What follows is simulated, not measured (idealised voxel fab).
Process module, titled voxel capacitor over wiring
Cross-sectional view cut (width: 280 nm; square cell size: 5 nm).
Bands, listed from the top down, are how a cross-section gets written in this document; the cross-section itself is a grid of square cells, and a band is one or more rows of them. The entry gives the band's vertical extent as a top height and a bottom height in nm, then its horizontal make-up as materials from left to right, each with a width in nm. "empty" stands for empty space; a single material marked "throughout" fills the band edge to edge. The level at which height equals 0 is the one under which the wafer, as it arrives, is entirely one material. No lower edge exists for the bottom band, which continues downward and is notated as in "z 0 and below". A width such as "30..40" changes by the same amount from each row of cells to the next, from the band's top row to its bottom row. Key: "all unchanged" - step with no changed cell in the cross-section. For the entry "Fully sealed cavities", the listed items are empty spaces with no open way to the top whose size is 8 cells or more; each item follows the pattern width x height at distance, where distance is from the left edge and all three are in nm. If you see something after the settings on a step's line, that's the simulator's own remark about that step. overlay nm: where the mask lay relative to plan, measured to the right, on steps with a mask; negatives go left. Note: before/after cross-section pairs follow, one process step per pair, after-side truncated at the lowest changed band, step and settings given beneath. Different runs of this module on the same starting wafer may supply the pairs; a pair continues the one above only where the "Before-step section" entry says so.

Before-step section:
    z 85 to 75 | 105 of empty, 50 of aC, 125 of empty
    z 75 to 70 | 105 of empty, 50 of TiN, 15 of aC, 110 of empty
    z 70 to 65 | 100 of empty, 55 of SiN, 15 of aC, 110 of empty
    z 65 to 55 | 100 of empty, 70 of TiN, 110 of empty
    z 55 to 40 | 100 of SiO2, 15 of Ru, 165 of SiO2
    z 40 to 35 | 100 of SiCN, 15 of Ru, 165 of SiCN
    z 35 to 20 | 95 of SiO2, 20 of W, 50 of SiO2, 20 of W, 95 of SiO2
    z 20 to 15 | 95 of SiO2, 20 of TiN, 50 of SiO2, 20 of TiN, 95 of SiO2
    z 15 to 0 | SiO2 throughout
    z 0 and below | Si throughout
    Fully sealed cavities: none

After the Step:
    z 75 to 70 | 105 of empty, 50 of TiN, 125 of empty
    z 70 to 65 | 100 of empty, 55 of SiN, 125 of empty
    Everything under 65 stays put, no change at all.
    Fully sealed cavities: none
The process step bridging the two cross-sections above: STRIP (etch materials aC)

Before-step section: The cross-section prior to this step is the one presented after the step of the pair immediately above.

After the Step:
    z 95 to 75 | SiO2 throughout
    z 75 to 70 | 105 of SiO2, 50 of TiN, 125 of SiO2
    z 70 to 65 | 100 of SiO2, 55 of SiN, 125 of SiO2
    z 65 to 55 | 100 of SiO2, 70 of TiN, 110 of SiO2
    Everything under 55 stays put, no change at all.
    Fully sealed cavities: none
The process step bridging the two cross-sections above: FILL_DEP (material SiO2; thk nm 20)

Before-step section: The cross-section prior to this step is the one presented after the step of the pair immediately above.

After the Step:
    z 90 to 75 | SiO2 throughout
    Everything under 75 stays put, no change at all.
    Fully sealed cavities: none
The process step bridging the two cross-sections above: CMP (height nm 90)

Before-step section: The cross-section prior to this step is the one presented after the step of the pair immediately above.

After the Step:
    z 105 to 90 | 110 of resist, 15 of empty, 155 of resist
    Everything under 90 stays put, no change at all.
    Fully sealed cavities: none
The process step bridging the two cross-sections above: PATTERN (tone open; mask id PLUG_2; material resist; width nm 15; thk nm 15; overlay nm 0)

Before-step section: The cross-section prior to this step is the one presented after the step of the pair immediately above.

After the Step:
    z 105 to 90 | 110 of resist, 15 of empty, 155 of resist
    z 90 to 75 | 110 of SiO2, 15 of empty, 155 of SiO2
    Everything under 75 stays put, no change at all.
    Fully sealed cavities: none
The process step bridging the two cross-sections above: DIRECTIONAL_ETCH (etch materials SiO2; depth nm 15)

Before-step section: The cross-section prior to this step is the one presented after the step of the pair immediately above.

After the Step:
    z 90 to 75 | 110 of SiO2, 15 of empty, 155 of SiO2
    Everything under 75 stays put, no change at all.
    Fully sealed cavities: none
The process step bridging the two cross-sections above: STRIP (etch materials resist)

Before-step section: The cross-section prior to this step is the one presented after the step of the pair immediately above.

After the Step:
    z 95 to 90 | 115 of TiN, 5 of empty, 160 of TiN
    z 90 to 80 | 110 of SiO2, 5 of TiN, 5 of empty, 5 of TiN, 155 of SiO2
    z 80 to 70 | 110..105 of SiO2, 15..50 of TiN, 155..125 of SiO2
    Everything under 70 stays put, no change at all.
    Fully sealed cavities: none
The process step bridging the two cross-sections above: CONFORMAL_DEP (material TiN; thk nm 5)

Before-step section: The cross-section prior to this step is the one presented after the step of the pair immediately above.

After the Step:
    z 105 to 95 | W throughout
    z 95 to 90 | 115 of TiN, 5 of W, 160 of TiN
    z 90 to 80 | 110 of SiO2, 5 of TiN, 5 of W, 5 of TiN, 155 of SiO2
    Everything under 80 stays put, no change at all.
    Fully sealed cavities: none
The process step bridging the two cross-sections above: FILL_DEP (material W; thk nm 10)

Before-step section: The cross-section prior to this step is the one presented after the step of the pair immediately above.

After the Step:
    z 90 to 80 | 110 of SiO2, 5 of TiN, 5 of W, 5 of TiN, 155 of SiO2
    Everything under 80 stays put, no change at all.
    Fully sealed cavities: none
The process step bridging the two cross-sections above: CMP (height nm 90)

Before-step section: The cross-section prior to this step is the one presented after the step of the pair immediately above.

After the Step:
    z 95 to 90 | SiN throughout
    Everything under 90 stays put, no change at all.
    Fully sealed cavities: none
The process step bridging the two cross-sections above: CONFORMAL_DEP (material SiN; thk nm 5)

Before-step section:
    z 90 to 80 | 110 of SiO2, 5 of TiN, 5 of W, 5 of TiN, 155 of SiO2
    z 80 to 70 | 110..100 of SiO2, 15..55 of TiN, 155..125 of SiO2
    z 70 to 65 | 100 of SiO2, 55 of SiN, 125 of SiO2
    z 65 to 55 | 95 of SiO2, 65 of TiN, 120 of SiO2
    z 55 to 40 | 100 of SiO2, 15 of Ru, 165 of SiO2
    z 40 to 35 | 100 of SiCN, 15 of Ru, 165 of SiCN
    z 35 to 20 | 95 of SiO2, 20 of W, 50 of SiO2, 20 of W, 95 of SiO2
    z 20 to 15 | 95 of SiO2, 20 of TiN, 50 of SiO2, 20 of TiN, 95 of SiO2
    z 15 to 0 | SiO2 throughout
    z 0 and below | Si throughout
    Fully sealed cavities: none

After the Step:
    z 95 to 90 | W throughout
    Everything under 90 stays put, no change at all.
    Fully sealed cavities: none
The process step bridging the two cross-sections above: CONFORMAL_DEP (material W; thk nm 5)

Before-step section:
    z 55 to 40 | SiO2 throughout
    z 40 to 35 | SiCN throughout
    z 35 to 20 | 95 of SiO2, 20 of W, 50 of SiO2, 20 of W, 95 of SiO2
    z 20 to 15 | 95 of SiO2, 20 of TiN, 50 of SiO2, 20 of TiN, 95 of SiO2
    z 15 to 0 | SiO2 throughout
    z 0 and below | Si throughout
    Fully sealed cavities: none

After the Step:
    z 55 to 40 | 100 of empty, 15 of SiO2, 165 of empty
    Everything under 40 stays put, no change at all.
    Fully sealed cavities: none
The process step bridging the two cross-sections above: MASKED_ETCH (tone cover; mask id PLUG_1; width nm 15; etch materials SiO2; depth nm 15; overlay nm 0)

Before-step section: The cross-section prior to this step is the one presented after the step of the pair immediately above.

After the Step:
    z 65 to 55 | 100 of empty, 15 of TiN, 165 of empty
    z 55 to 50 | 100 of empty, 15 of SiO2, 165 of empty
    z 50 to 40 | 100 of TiN, 15 of SiO2, 165 of TiN
    Everything under 40 stays put, no change at all.
    Fully sealed cavities: none
The process step bridging the two cross-sections above: DIRECTIONAL_DEP (material TiN; thk nm 10)

Before-step section: The cross-section prior to this step is the one presented after the step of the pair immediately above.

After the Step:
    z 70 to 65 | 100 of empty, 15 of SiN, 165 of empty
    z 65 to 55 | 100 of empty, 15 of TiN, 165 of empty
    z 55 to 50 | 100 of SiN, 15 of SiO2, 165 of SiN
    Everything under 50 stays put, no change at all.
    Fully sealed cavities: none
The process step bridging the two cross-sections above: DIRECTIONAL_DEP (material SiN; thk nm 5)

Before-step section: The cross-section prior to this step is the one presented after the step of the pair immediately above.

After the Step:
    z 75 to 70 | 100 of empty, 15 of TiN, 165 of empty
    z 70 to 65 | 100 of empty, 15 of SiN, 165 of empty
    z 65 to 60 | 100 of empty, 15 of TiN, 165 of empty
    z 60 to 55 | TiN throughout
    Everything under 55 stays put, no change at all.
    Fully sealed cavities: none
The process step bridging the two cross-sections above: DIRECTIONAL_DEP (material TiN; thk nm 5)

Before-step section: The cross-section prior to this step is the one presented after the step of the pair immediately above.

After the Step:
    z 95 to 75 | 100 of empty, 55 of resist, 125 of empty
    z 75 to 70 | 100 of empty, 15 of TiN, 40 of resist, 125 of empty
    z 70 to 65 | 100 of empty, 15 of SiN, 40 of resist, 125 of empty
    z 65 to 60 | 100 of empty, 15 of TiN, 40 of resist, 125 of empty
    Everything under 60 stays put, no change at all.
    Fully sealed cavities: none
The process step bridging the two cross-sections above: PATTERN (tone cover; mask id UPPER_PLATE; material resist; width nm 55; thk nm 20; overlay nm 0)

Before-step section: The cross-section prior to this step is the one presented after the step of the pair immediately above.

After the Step:
    z 95 to 75 | 100 of empty, 55 of resist, 125 of empty
    z 75 to 70 | 100 of empty, 15 of TiN, 40 of resist, 125 of empty
    z 70 to 65 | 100 of empty, 15 of SiN, 40 of resist, 125 of empty
    z 65 to 60 | 100 of empty, 15 of TiN, 40 of resist, 125 of empty
    z 60 to 55 | 100 of empty, 55 of TiN, 125 of empty
    Everything under 55 stays put, no change at all.
    Fully sealed cavities: none
The process step bridging the two cross-sections above: DIRECTIONAL_ETCH (etch materials TiN; depth nm 5)

Before-step section: The cross-section prior to this step is the one presented after the step of the pair immediately above.

After the Step:
    z 95 to 75 | 100 of empty, 55 of resist, 125 of empty
    z 75 to 70 | 100 of empty, 15 of TiN, 40 of resist, 125 of empty
    z 70 to 65 | 100 of empty, 15 of SiN, 40 of resist, 125 of empty
    z 65 to 60 | 100 of empty, 15 of TiN, 40 of resist, 125 of empty
    z 60 to 55 | 100 of empty, 55 of TiN, 125 of empty
    z 55 to 50 | 100 of empty, 15 of SiO2, 40 of SiN, 125 of empty
    Everything under 50 stays put, no change at all.
    Fully sealed cavities: none
The process step bridging the two cross-sections above: DIRECTIONAL_ETCH (etch materials SiN; depth nm 5)

Before-step section: The cross-section prior to this step is the one presented after the step of the pair immediately above.

After the Step:
    z 75 to 70 | 100 of empty, 15 of TiN, 165 of empty
    z 70 to 65 | 100 of empty, 15 of SiN, 165 of empty
    z 65 to 55 | 100 of empty, 15..55 of TiN, 165..125 of empty
    Everything under 55 stays put, no change at all.
    Fully sealed cavities: none
The process step bridging the two cross-sections above: STRIP (etch materials resist)

Before-step section: The cross-section prior to this step is the one presented after the step of the pair immediately above.

After the Step:
    z 85 to 75 | 100 of empty, 15 of aC, 165 of empty
    z 75 to 70 | 100 of empty, 15 of TiN, 165 of empty
    z 70 to 65 | 100 of empty, 15 of SiN, 40 of aC, 125 of empty
    z 65 to 60 | 100 of empty, 15 of TiN, 40 of aC, 125 of empty
    z 60 to 55 | 100 of aC, 55 of TiN, 125 of aC
    z 55 to 50 | 100 of aC, 15 of SiO2, 40 of SiN, 125 of aC
    Everything under 50 stays put, no change at all.
    Fully sealed cavities: none
The process step bridging the two cross-sections above: DIRECTIONAL_DEP (material aC; thk nm 10)

Before-step section: The cross-section prior to this step is the one presented after the step of the pair immediately above.

After the Step:
    z 110 to 85 | 95 of empty, 65 of resist, 120 of empty
    z 85 to 75 | 95 of empty, 5 of resist, 15 of aC, 45 of resist, 120 of empty
    z 75 to 70 | 95 of empty, 5 of resist, 15 of TiN, 45 of resist, 120 of empty
    z 70 to 65 | 95 of empty, 5 of resist, 15 of SiN, 40 of aC, 5 of resist, 120 of empty
    z 65 to 60 | 95 of empty, 5 of resist, 15 of TiN, 40 of aC, 5 of resist, 120 of empty
    Everything under 60 stays put, no change at all.
    Fully sealed cavities: none
The process step bridging the two cross-sections above: PATTERN (tone cover; mask id LOWER_PLATE; material resist; width nm 65; thk nm 25; overlay nm 0)

Before-step section: The cross-section prior to this step is the one presented after the step of the pair immediately above.

After the Step:
    z 100 to 85 | 95 of empty, 65 of resist, 120 of empty
    z 85 to 75 | 95 of empty, 5 of resist, 15 of aC, 45 of resist, 120 of empty
    z 75 to 70 | 95 of empty, 5 of resist, 15 of TiN, 45 of resist, 120 of empty
    z 70 to 65 | 95 of empty, 5 of resist, 15 of SiN, 40 of aC, 5 of resist, 120 of empty
    z 65 to 60 | 95 of empty, 5 of resist, 15 of TiN, 40 of aC, 5 of resist, 120 of empty
    z 60 to 55 | 95 of empty, 5 of aC, 55 of TiN, 5 of aC, 120 of empty
    z 55 to 50 | 95 of empty, 5 of aC, 15 of SiO2, 40 of SiN, 5 of aC, 120 of empty
    Everything under 50 stays put, no change at all.
    Fully sealed cavities: none
The process step bridging the two cross-sections above: DIRECTIONAL_ETCH (etch materials aC; depth nm 10)

Before-step section: The cross-section prior to this step is the one presented after the step of the pair immediately above.

After the Step:
    z 85 to 75 | 100 of empty, 15 of aC, 165 of empty
    z 75 to 70 | 100 of empty, 15 of TiN, 165 of empty
    z 70 to 65 | 100 of empty, 15 of SiN, 40 of aC, 125 of empty
    z 65 to 60 | 100 of empty, 15 of TiN, 40 of aC, 125 of empty
    Everything under 60 stays put, no change at all.
    Fully sealed cavities: none
The process step bridging the two cross-sections above: STRIP (etch materials resist)

Before-step section: The cross-section prior to this step is the one presented after the step of the pair immediately above.

After the Step:
    z 85 to 75 | 100 of empty, 15 of aC, 165 of empty
    z 75 to 70 | 100 of empty, 15 of TiN, 165 of empty
    z 70 to 65 | 100 of empty, 15 of SiN, 40 of aC, 125 of empty
    z 65 to 60 | 100 of empty, 15 of TiN, 40 of aC, 125 of empty
    z 60 to 55 | 95 of empty, 5 of aC, 55 of TiN, 5 of aC, 120 of empty
    z 55 to 50 | 95 of empty, 5 of aC, 15 of SiO2, 40 of SiN, 5 of aC, 120 of empty
    z 50 to 40 | 95 of empty, 5 of TiN, 15 of SiO2, 45 of TiN, 120 of empty
    Everything under 40 stays put, no change at all.
    Fully sealed cavities: none
The process step bridging the two cross-sections above: DIRECTIONAL_ETCH (etch materials TiN; depth nm 10)

Before-step section: The cross-section prior to this step is the one presented after the step of the pair immediately above.

After the Step:
    z 75 to 70 | 100 of empty, 15 of TiN, 165 of empty
    z 70 to 65 | 100 of empty, 15 of SiN, 165 of empty
    z 65 to 55 | 100 of empty, 15..55 of TiN, 165..125 of empty
    z 55 to 50 | 100 of empty, 15 of SiO2, 40 of SiN, 125 of empty
    Everything under 50 stays put, no change at all.
    Fully sealed cavities: none
The process step bridging the two cross-sections above: STRIP (etch materials aC)

Before-step section: The cross-section prior to this step is the one presented after the step of the pair immediately above.

After the Step:
    z 95 to 75 | SiO2 throughout
    z 75 to 70 | 100 of SiO2, 15 of TiN, 165 of SiO2
    z 70 to 65 | 100 of SiO2, 15 of SiN, 165 of SiO2
    z 65 to 55 | 100 of SiO2, 15..55 of TiN, 165..125 of SiO2
    z 55 to 50 | 115 of SiO2, 40 of SiN, 125 of SiO2
    z 50 to 40 | 95 of SiO2, 5 of TiN, 15 of SiO2, 45 of TiN, 120 of SiO2
    Everything under 40 stays put, no change at all.
    Fully sealed cavities: none
The process step bridging the two cross-sections above: FILL_DEP (material SiO2; thk nm 20)

Before-step section: The cross-section prior to this step is the one presented after the step of the pair immediately above.

After the Step:
    z 90 to 75 | SiO2 throughout
    Everything under 75 stays put, no change at all.
    Fully sealed cavities: none
The process step bridging the two cross-sections above: CMP (height nm 90)

Before-step section: The cross-section prior to this step is the one presented after the step of the pair immediately above.

After the Step:
    z 105 to 90 | 110 of resist, 15 of empty, 155 of resist
    Everything under 90 stays put, no change at all.
    Fully sealed cavities: none
The process step bridging the two cross-sections above: PATTERN (tone open; mask id PLUG_2; material resist; width nm 15; thk nm 15; overlay nm 0)

Before-step section: The cross-section prior to this step is the one presented after the step of the pair immediately above.

After the Step:
    z 105 to 90 | 110 of resist, 15 of empty, 155 of resist
    z 90 to 75 | 110 of SiO2, 15 of empty, 155 of SiO2
    Everything under 75 stays put, no change at all.
    Fully sealed cavities: none
The process step bridging the two cross-sections above: DIRECTIONAL_ETCH (etch materials SiO2; depth nm 15)

Before-step section: The cross-section prior to this step is the one presented after the step of the pair immediately above.

After the Step:
    z 90 to 75 | 110 of SiO2, 15 of empty, 155 of SiO2
    Everything under 75 stays put, no change at all.
    Fully sealed cavities: none
The process step bridging the two cross-sections above: STRIP (etch materials resist)

Before-step section: The cross-section prior to this step is the one presented after the step of the pair immediately above.

After the Step:
    z 95 to 90 | 115 of TiN, 5 of empty, 160 of TiN
    z 90 to 80 | 110 of SiO2, 5 of TiN, 5 of empty, 5 of TiN, 155 of SiO2
    z 80 to 70 | 110..100 of SiO2, 15 of TiN, 155..165 of SiO2
    Everything under 70 stays put, no change at all.
    Fully sealed cavities: none
The process step bridging the two cross-sections above: CONFORMAL_DEP (material TiN; thk nm 5)

Before-step section: The cross-section prior to this step is the one presented after the step of the pair immediately above.

After the Step:
    z 105 to 95 | W throughout
    z 95 to 90 | 115 of TiN, 5 of W, 160 of TiN
    z 90 to 80 | 110 of SiO2, 5 of TiN, 5 of W, 5 of TiN, 155 of SiO2
    Everything under 80 stays put, no change at all.
    Fully sealed cavities: none
The process step bridging the two cross-sections above: FILL_DEP (material W; thk nm 10)

Before-step section: The cross-section prior to this step is the one presented after the step of the pair immediately above.

After the Step:
    z 90 to 80 | 110 of SiO2, 5 of TiN, 5 of W, 5 of TiN, 155 of SiO2
    Everything under 80 stays put, no change at all.
    Fully sealed cavities: none
The process step bridging the two cross-sections above: CMP (height nm 90)

Before-step section: The cross-section prior to this step is the one presented after the step of the pair immediately above.

After the Step:
    z 95 to 90 | SiN throughout
    Everything under 90 stays put, no change at all.
    Fully sealed cavities: none
The process step bridging the two cross-sections above: CONFORMAL_DEP (material SiN; thk nm 5)
